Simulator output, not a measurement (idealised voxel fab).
process module | voxel plated lines
cross-section cut | 225 nm wide | cells 5 nm
A cross-section is a grid of square cells, given in bands from the top down. A band is one or more rows of cells.
Each band's line starts with the height of the band's top and of its bottom, in nm. Then come its materials from left to right, each with its width in nm. One material with "throughout" fills the band from edge to edge. "air" is empty space.
Height 0 is the level under which the wafer as received is all one material. The lowest band goes on downwards, as in "0 down".
A width such as "30 to 40" changes by the same amount from each row of cells to the next, from the band's top row to its bottom row.
"no change" after a step means that no cell of the cross-section changed.
closed voids: empty space of 8 cells or more with no open way to the top, each as width x height at its distance from the left edge, in nm
after a step's settings: what the simulator itself notes on the step
overlay nm, on a step with a mask: how far to the right of its planned place the mask lay; to the left if negative
plan
1 op RECEIVE | material Si
2 op CONFORMAL_DEP | material Al2O3 | thk nm 5
3 op DIRECTIONAL_DEP | material TiN | thk nm 5
4 op PATTERN | tone open | mask id LINES | material resist | width nm 20 | pitch nm 45 | thk nm 30 | overlay nm 0
5 op EPI | material Ru | thk nm 5
6 op EPI | material Ru | thk nm 5
7 op STRIP | etch materials resist
8 op DIRECTIONAL_ETCH | etch materials TiN | depth nm 5
9 op CONFORMAL_DEP | material SiN | thk nm 10
first wafer, as planned
as received, after step 1
  0 down: Si throughout
  closed voids: none
after step 2
  5 to 0: Al2O3 throughout
  below 0: unchanged
after step 3
  10 to 5: TiN throughout
  below 5: unchanged
after step 4
  40 to 10: resist 80 | air 20 | resist 25 | air 20 | resist 80
  below 10: unchanged
after step 5
  40 to 15: resist 80 | air 20 | resist 25 | air 20 | resist 80
  15 to 10: resist 80 | Ru 20 | resist 25 | Ru 20 | resist 80
  below 10: unchanged
after step 6
  40 to 20: resist 80 | air 20 | resist 25 | air 20 | resist 80
  20 to 10: resist 80 | Ru 20 | resist 25 | Ru 20 | resist 80
  below 10: unchanged
after step 7
  20 to 10: air 80 | Ru 20 | air 25 | Ru 20 | air 80
  below 10: unchanged
after step 8
  20 to 10: air 80 | Ru 20 | air 25 | Ru 20 | air 80
  10 to 5: air 80 | TiN 20 | air 25 | TiN 20 | air 80
  below 5: unchanged
after step 9
  30 to 20: air 70 | SiN 40 | air 5 | SiN 40 | air 70
  20 to 15: air 70 | SiN 10 | Ru 20 | SiN 10 | air 5 | SiN 10 | Ru 20 | SiN 10 | air 70
  15 to 10: SiN 80 | Ru 20 | SiN 25 | Ru 20 | SiN 80
  10 to 5: SiN 80 | TiN 20 | SiN 25 | TiN 20 | SiN 80
  below 5: unchanged
second wafer: like start, like plan, one mistake. Through step 4 it matches the first wafer
when step 6 should have ended
  40 to 15: resist 80 | air 20 | resist 25 | air 20 | resist 80
  15 to 10: resist 80 | Ru 20 | resist 25 | Ru 20 | resist 80
  below 10: unchanged
when step 7 should have ended
  15 to 10: air 80 | Ru 20 | air 25 | Ru 20 | air 80
  below 10: unchanged
when step 8 should have ended
  15 to 10: air 80 | Ru 20 | air 25 | Ru 20 | air 80
  10 to 5: air 80 | TiN 20 | air 25 | TiN 20 | air 80
  below 5: unchanged
when step 9 should have ended
  25 to 15: air 70 | SiN 40 | air 5 | SiN 40 | air 70
  15 to 10: SiN 80 | Ru 20 | SiN 25 | Ru 20 | SiN 80
  10 to 5: SiN 80 | TiN 20 | SiN 25 | TiN 20 | SiN 80
  below 5: unchanged
what went wrong: one of the steps 5 and 6, which are alike, was left out
at the end the second wafer has, in cells: 8 fewer of Ru | 8 fewer of SiN
